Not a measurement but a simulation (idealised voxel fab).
Process module in this document: voxel double patterning
The width of the displayed cross-section, cut, is 260 nm; its cells are square, with a size of 5 nm.
Format of a cross-section: grid, square cells. Given as bands. Order: top down. Band: one or more rows of cells. For a band, the entry starts with two heights in nm, that of the top and then that of the bottom, and carries on with the band's materials in order from left to right, each alongside its width in nm; the word "everywhere" beside a single material means it fills the band edge to edge, and "air" means empty space. Height datum 0, below which the as-received substrate wafer is one material. Lowest band open at the bottom, running downward: "z 0 and below". A width such as "30 to 40" changes by the same amount from each row of cells to the next, from the band's top row to its bottom row. For the purposes of this document, the phrase "same as before" attached to a step denotes that no cell within the cross-section was modified by that step. So "Voids, enclosed" is basically the list of trapped voids: any empty space of 8 cells or more that can't reach the top through an opening. They're written width x height at distance, the distance being from the left edge, and it's all nm. Note: text after step settings on the step line = simulator remark on that step. The line of a step may include "overlay nm". On a step with a mask, this value is how far to the right of its planned place the mask lay. A negative value means the mask lay to the left.

THE PROCESS STEPS THAT WERE PLANNED ARE LISTED BELOW
1 RECEIVE,material Si
2 CONFORMAL_DEP,material SiO2,thk nm 5
3 DIRECTIONAL_DEP,material TiN,thk nm 10
4 DIRECTIONAL_DEP,material SiCN,thk nm 10
5 DIRECTIONAL_DEP,material aC,thk nm 10
6 PATTERN,tone open,mask id FIRST,material resist,width nm 15,pitch nm 50,thk nm 30,overlay nm 0
7 DIRECTIONAL_ETCH,etch materials aC,depth nm 10
8 STRIP,etch materials resist
9 DIRECTIONAL_ETCH,etch materials SiCN,depth nm 10
10 STRIP,etch materials aC
11 PATTERN,tone open,mask id SECOND,material resist,width nm 15,thk nm 15,overlay nm -15
12 DIRECTIONAL_ETCH,etch materials SiCN,depth nm 10
13 STRIP,etch materials resist
14 DIRECTIONAL_ETCH,etch materials TiN,depth nm 10
15 STRIP,etch materials SiCN
Variable across wafers: step 11 overlay nm (plan value is that of the first wafer; starting state common to all).

SECTIONAL VIEW: FIRST OF SEVERAL WAFERS, AS RECEIVED, AFTER STEP 1
    z 0 and below = Si everywhere
    Voids, enclosed: none

THE FOLLOWING TABLE CONTAINS A ROW PER WAFER, IN WHICH ARE REPORTED, AT THE CONCLUSION OF THE MODULE, THE CELLS OF EACH MATERIAL GAINED (+) OR LOST (-) SINCE THE WAFER'S RECEIPT, WITH ITS CLOSED VOIDS GIVEN THEREAFTER
overlay nm -15; +52 SiO2; +88 TiN; Voids, enclosed: none
overlay nm -10; +52 SiO2; +86 TiN; Voids, enclosed: none
overlay nm -5; +52 SiO2; +86 TiN; Voids, enclosed: none
overlay nm 0; +52 SiO2; +86 TiN; Voids, enclosed: none
overlay nm 5; +52 SiO2; +86 TiN; Voids, enclosed: none
overlay nm 10; +52 SiO2; +86 TiN; Voids, enclosed: none
overlay nm 15; +52 SiO2; +88 TiN; Voids, enclosed: none
